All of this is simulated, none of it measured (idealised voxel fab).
A process module follows: voxel quadruple lines.
The figure presents cross-section cut, which has a width of 225 nm and is divided into square cells with an edge length of 5 nm.
A cross-section is written here as square cells arranged in a grid, and it is given in bands from the top down, each band taking up one or more rows of cells. Heights first: top, then bottom, in nm. Then materials, left to right, each with a width in nm. "edge to edge" on a single material: fills the band edge to edge. "empty": empty space. Heads up on the height convention: 0 is the point under which the incoming wafer is all one material, and the lowest band has no bottom, it just keeps going down, like "0..down". Graded width ("30..40"): value in top row of band = first number; value in bottom row = second number; row-to-row change constant. Where the words "no change" appear for a step, the cross-section shows no cell changed by that step; every cell remained as before. Enclosed voids (no open way to top), threshold 8 cells or more, entry "Closed void inventory", notation width x height at distance, distance from left edge, nm. Where a step's line continues beyond its settings, the continuation is a remark by the simulator itself on that step. "overlay nm" answers the question of how far to the right of plan the mask lay on a step that has a mask, and when it is negative the answer is to the left.

## Set out below are the planned steps of the process
1: RECEIVE [material Si]
2: CONFORMAL_DEP [material SiO2] [thk nm 5]
3: DIRECTIONAL_DEP [material W] [thk nm 10]
4: DIRECTIONAL_DEP [material polySi] [thk nm 15]
5: DIRECTIONAL_DEP [material aC] [thk nm 20]
6: PATTERN [tone cover] [mask id MANDREL] [material resist] [width nm 20] [thk nm 30] [overlay nm 0]
7: DIRECTIONAL_ETCH [etch materials aC] [depth nm 20]
8: STRIP [etch materials resist]
9: CONFORMAL_DEP [material SiO2] [thk nm 10]
10: DIRECTIONAL_ETCH [etch materials SiO2] [depth nm 10]
11: STRIP [etch materials aC]
12: DIRECTIONAL_ETCH [etch materials polySi] [depth nm 15]
13: STRIP [etch materials SiO2]
14: CONFORMAL_DEP [material SiCN] [thk nm 5]
15: DIRECTIONAL_ETCH [etch materials SiCN] [depth nm 5]
16: STRIP [etch materials polySi]
17: DIRECTIONAL_ETCH [etch materials W] [depth nm 10]
18: STRIP [etch materials SiCN]
19: FILL_DEP [material SiO2] [thk nm 10]
20: CMP [height nm 15]

## First out of two wafers; run went to plan

## Step 1 complete: cross-section of the wafer as received
> 0..down  Si edge to edge
> Closed void inventory: none

## How the wafer stands in section after step 2
> 5..0  SiO2 edge to edge
> Below 0, no change.

## How the wafer stands in section after step 3
> 15..5  W edge to edge
> Below 5, no change.

## How the wafer stands in section after step 4
> 30..15  polySi edge to edge
> Below 15, no change.

## How the wafer stands in section after step 5
> 50..30  aC edge to edge
> Below 30, no change.

## How the wafer stands in section after step 6
> 80..50  100 of empty | 20 of resist | 105 of empty
> Below 50, no change.

## How the wafer stands in section after step 7
> 60..50  100 of empty | 20 of resist | 105 of empty
> 50..30  100 of empty | 20 of aC | 105 of empty
> Below 30, no change.

## How the wafer stands in section after step 8
> 50..30  100 of empty | 20 of aC | 105 of empty
> Below 30, no change.

## How the wafer stands in section after step 9
> 60..50  90 of empty | 40 of SiO2 | 95 of empty
> 50..40  90 of empty | 10 of SiO2 | 20 of aC | 10 of SiO2 | 95 of empty
> 40..30  100 of SiO2 | 20 of aC | 105 of SiO2
> Below 30, no change.

## How the wafer stands in section after step 10
> 50..30  90 of empty | 10 of SiO2 | 20 of aC | 10 of SiO2 | 95 of empty
> Below 30, no change.

## How the wafer stands in section after step 11
> 50..30  90 of empty | 10 of SiO2 | 20 of empty | 10 of SiO2 | 95 of empty
> Below 30, no change.

## How the wafer stands in section after step 12
> 50..30  90 of empty | 10 of SiO2 | 20 of empty | 10 of SiO2 | 95 of empty
> 30..15  90 of empty | 10 of polySi | 20 of empty | 10 of polySi | 95 of empty
> Below 15, no change.

## How the wafer stands in section after step 13
> 30..15  90 of empty | 10 of polySi | 20 of empty | 10 of polySi | 95 of empty
> Below 15, no change.

## How the wafer stands in section after step 14
> 35..30  85 of empty | 20 of SiCN | 10 of empty | 20 of SiCN | 90 of empty
> 30..20  85 of empty | 5 of SiCN | 10 of polySi | 5 of SiCN | 10 of empty | 5 of SiCN | 10 of polySi | 5 of SiCN | 90 of empty
> 20..15  90 of SiCN | 10 of polySi | 20 of SiCN | 10 of polySi | 95 of SiCN
> Below 15, no change.

## How the wafer stands in section after step 15
> 30..15  85 of empty | 5 of SiCN | 10 of polySi | 5 of SiCN | 10 of empty | 5 of SiCN | 10 of polySi | 5 of SiCN | 90 of empty
> Below 15, no change.

## How the wafer stands in section after step 16
> 30..15  85 of empty | 5 of SiCN | 10 of empty | 5 of SiCN | 10 of empty | 5 of SiCN | 10 of empty | 5 of SiCN | 90 of empty
> Below 15, no change.

## How the wafer stands in section after step 17
> 30..15  85 of empty | 5 of SiCN | 10 of empty | 5 of SiCN | 10 of empty | 5 of SiCN | 10 of empty | 5 of SiCN | 90 of empty
> 15..5  85 of empty | 5 of W | 10 of empty | 5 of W | 10 of empty | 5 of W | 10 of empty | 5 of W | 90 of empty
> Below 5, no change.

## How the wafer stands in section after step 18
> 15..5  85 of empty | 5 of W | 10 of empty | 5 of W | 10 of empty | 5 of W | 10 of empty | 5 of W | 90 of empty
> Below 5, no change.

## How the wafer stands in section after step 19
> 25..15  SiO2 edge to edge
> 15..5  85 of SiO2 | 5 of W | 10 of SiO2 | 5 of W | 10 of SiO2 | 5 of W | 10 of SiO2 | 5 of W | 90 of SiO2
> Below 5, no change.

## How the wafer stands in section after step 20
> 15..5  85 of SiO2 | 5 of W | 10 of SiO2 | 5 of W | 10 of SiO2 | 5 of W | 10 of SiO2 | 5 of W | 90 of SiO2
> Below 5, no change.

## Wafer two of the pair: same origin, same plan, one error during the run; identical to wafer one up to and including step 5

## Cross-section: second wafer, time at which step 6 was scheduled to end
> 80..50  110 of empty | 20 of resist | 95 of empty
> Below 50, no change.

## Cross-section: second wafer, time at which step 7 was scheduled to end
> 60..50  110 of empty | 20 of resist | 95 of empty
> 50..30  110 of empty | 20 of aC | 95 of empty
> Below 30, no change.

## Cross-section: second wafer, time at which step 8 was scheduled to end
> 50..30  110 of empty | 20 of aC | 95 of empty
> Below 30, no change.

## Cross-section: second wafer, time at which step 9 was scheduled to end
> 60..50  100 of empty | 40 of SiO2 | 85 of empty
> 50..40  100 of empty | 10 of SiO2 | 20 of aC | 10 of SiO2 | 85 of empty
> 40..30  110 of SiO2 | 20 of aC | 95 of SiO2
> Below 30, no change.

## Cross-section: second wafer, time at which step 10 was scheduled to end
> 50..30  100 of empty | 10 of SiO2 | 20 of aC | 10 of SiO2 | 85 of empty
> Below 30, no change.

## Cross-section: second wafer, time at which step 11 was scheduled to end
> 50..30  100 of empty | 10 of SiO2 | 20 of empty | 10 of SiO2 | 85 of empty
> Below 30, no change.

## Cross-section: second wafer, time at which step 12 was scheduled to end
> 50..30  100 of empty | 10 of SiO2 | 20 of empty | 10 of SiO2 | 85 of empty
> 30..15  100 of empty | 10 of polySi | 20 of empty | 10 of polySi | 85 of empty
> Below 15, no change.

## Cross-section: second wafer, time at which step 13 was scheduled to end
> 30..15  100 of empty | 10 of polySi | 20 of empty | 10 of polySi | 85 of empty
> Below 15, no change.

## Cross-section: second wafer, time at which step 14 was scheduled to end
> 35..30  95 of empty | 20 of SiCN | 10 of empty | 20 of SiCN | 80 of empty
> 30..20  95 of empty | 5 of SiCN | 10 of polySi | 5 of SiCN | 10 of empty | 5 of SiCN | 10 of polySi | 5 of SiCN | 80 of empty
> 20..15  100 of SiCN | 10 of polySi | 20 of SiCN | 10 of polySi | 85 of SiCN
> Below 15, no change.

## Cross-section: second wafer, time at which step 15 was scheduled to end
> 30..15  95 of empty | 5 of SiCN | 10 of polySi | 5 of SiCN | 10 of empty | 5 of SiCN | 10 of polySi | 5 of SiCN | 80 of empty
> Below 15, no change.

## Cross-section: second wafer, time at which step 16 was scheduled to end
> 30..15  95 of empty | 5 of SiCN | 10 of empty | 5 of SiCN | 10 of empty | 5 of SiCN | 10 of empty | 5 of SiCN | 80 of empty
> Below 15, no change.

## Cross-section: second wafer, time at which step 17 was scheduled to end
> 30..15  95 of empty | 5 of SiCN | 10 of empty | 5 of SiCN | 10 of empty | 5 of SiCN | 10 of empty | 5 of SiCN | 80 of empty
> 15..5  95 of empty | 5 of W | 10 of empty | 5 of W | 10 of empty | 5 of W | 10 of empty | 5 of W | 80 of empty
> Below 5, no change.

## Cross-section: second wafer, time at which step 18 was scheduled to end
> 15..5  95 of empty | 5 of W | 10 of empty | 5 of W | 10 of empty | 5 of W | 10 of empty | 5 of W | 80 of empty
> Below 5, no change.

## Cross-section: second wafer, time at which step 19 was scheduled to end
> 25..15  SiO2 edge to edge
> 15..5  95 of SiO2 | 5 of W | 10 of SiO2 | 5 of W | 10 of SiO2 | 5 of W | 10 of SiO2 | 5 of W | 80 of SiO2
> Below 5, no change.

## Cross-section: second wafer, time at which step 20 was scheduled to end
> 15..5  95 of SiO2 | 5 of W | 10 of SiO2 | 5 of W | 10 of SiO2 | 5 of W | 10 of SiO2 | 5 of W | 80 of SiO2
> Below 5, no change.
What broke from the plan during processing? in deviation from the planned setting, step 6 was conducted as PATTERN [tone cover] [mask id MANDREL] [material resist] [width nm 20] [thk nm 30] [overlay nm 10]
Matching per-material cell counts, mismatched positions: that is how the second wafer compares with the first at the end.
